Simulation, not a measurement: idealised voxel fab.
Title: Process Module voxel capacitor over wiring
This is section cut - it's 195 nm across, gridded in 5 nm square cells.
Cross-section layout: square cells on a grid; listed as bands, top to bottom; a band spans one or more cell rows.
Top height, bottom height, nm. Materials left to right, width each, nm. Single material + "full width" = fills band edge to edge. "air" = empty.
Heights are reckoned from 0. Under this level, the received wafer is all of one material. The bottommost band is open-ended downward, for example "from 0 down".
The expression "30->40" gives the width at the extremes of the band, the first number at its top row of cells and the second at its bottom row, with the width changing by equal amounts from each row to the next in between.
"same as before" after a step means that no cell of the cross-section changed.
"Fully sealed voids" lists enclosed empty spaces (at least 8 cells, no open path upward to the top), each as width x height at distance from the left edge, in nm.
Note: text after step settings on the step line = simulator remark on that step.
overlay nm: right-of-plan distance of the mask on a masked step; negative values mean left-of-plan.

**Steps planned for the process**
- 1: RECEIVE, material Si
- 2: CONFORMAL_DEP, material SiO2, thk nm 10
- 3: CONFORMAL_DEP, material SiN, thk nm 5
- 4: DIRECTIONAL_DEP, material lowk, thk nm 15
- 5: PATTERN, tone open, mask id METAL_1, material resist, width nm 25, pitch nm 95, thk nm 20, overlay nm 0
- 6: DIRECTIONAL_ETCH, etch materials lowk, depth nm 15
- 7: DIRECTIONAL_ETCH, etch materials SiN, depth nm 5
- 8: STRIP, etch materials resist
- 9: CONFORMAL_DEP, material TiN, thk nm 5
- 10: FILL_DEP, material Cu, thk nm 5
- 11: CMP, height nm 30
- 12: CONFORMAL_DEP, material SiCN, thk nm 5
- 13: DIRECTIONAL_DEP, material SiO2, thk nm 15
- 14: MASKED_ETCH, tone open, mask id PLUG_1, width nm 15, etch materials SiO2, depth nm 15, overlay nm 0
- 15: MASKED_ETCH, tone open, mask id PLUG_1, width nm 15, etch materials SiCN, depth nm 5, overlay nm 0
- 16: CONFORMAL_DEP, material TiN, thk nm 5
- 17: FILL_DEP, material Cu, thk nm 5
- 18: CMP, height nm 50
- 19: DIRECTIONAL_DEP, material TiN, thk nm 10
- 20: DIRECTIONAL_DEP, material HfO2, thk nm 5
- 21: DIRECTIONAL_DEP, material TiN, thk nm 5
- 22: DIRECTIONAL_DEP, material aC, thk nm 15
- 23: PATTERN, tone cover, mask id UPPER_PLATE, material resist, width nm 75, thk nm 30, overlay nm 0
- 24: DIRECTIONAL_ETCH, etch materials aC, depth nm 15
- 25: STRIP, etch materials resist
- 26: DIRECTIONAL_ETCH, etch materials TiN, depth nm 5
- 27: DIRECTIONAL_ETCH, etch materials HfO2, depth nm 5
- 28: STRIP, etch materials aC
- 29: PATTERN, tone cover, mask id LOWER_PLATE, material resist, width nm 85, thk nm 15, overlay nm 0
- 30: DIRECTIONAL_ETCH, etch materials TiN, depth nm 10
- 31: STRIP, etch materials resist
- 32: FILL_DEP, material SiO2, thk nm 15
- 33: CMP, height nm 80
- 34: PATTERN, tone open, mask id PLUG_2, material resist, width nm 15, thk nm 20, overlay nm 0
- 35: DIRECTIONAL_ETCH, etch materials SiO2, depth nm 10
- 36: STRIP, etch materials resist
- 37: CONFORMAL_DEP, material TiN, thk nm 5
- 38: FILL_DEP, material W, thk nm 5
- 39: CMP, height nm 80
- 40: CONFORMAL_DEP, material SiCN, thk nm 5

**Cross-sectional view of the wafer in its as-received condition, corresponding to the state after step 1**
- from 0 down: Si full width
- Fully sealed voids: none

**Wafer at module end, in section. Began as above, planned as above, run with one mistake**
- from 85 to 80: SiCN full width
- from 80 to 75: 55 of SiO2, then 5 of TiN, then 5 of W, then 5 of TiN, then 125 of SiO2
- from 75 to 65: 55->45 of SiO2, then 15->75 of TiN, then 125->75 of SiO2
- from 65 to 60: 45 of SiO2, then 75 of HfO2, then 75 of SiO2
- from 60 to 50: 45 of SiO2, then 75 of TiN, then 75 of SiO2
- from 50 to 35: 45 of SiO2, then 5 of TiN, then 5 of Cu, then 5 of TiN, then 135 of SiO2
- from 35 to 30: 45 of SiCN, then 15 of TiN, then 135 of SiCN
- from 30 to 15: 35 of lowk, then 5 of TiN, then 15 of Cu, then 5 of TiN, then 70 of lowk, then 5 of TiN, then 15 of Cu, then 5 of TiN, then 40 of lowk
- from 15 to 10: 35 of SiN, then 25 of TiN, then 70 of SiN, then 25 of TiN, then 40 of SiN
- from 10 to 0: SiO2 full width
- from 0 down: Si full width
- Fully sealed voids: none
It is concluded that the wafer was processed incorrectly with respect to the plan, in that step 29 went in with a setting other than planned; the actual run was PATTERN, tone cover, mask id LOWER_PLATE, material resist, width nm 75, thk nm 15, overlay nm 0
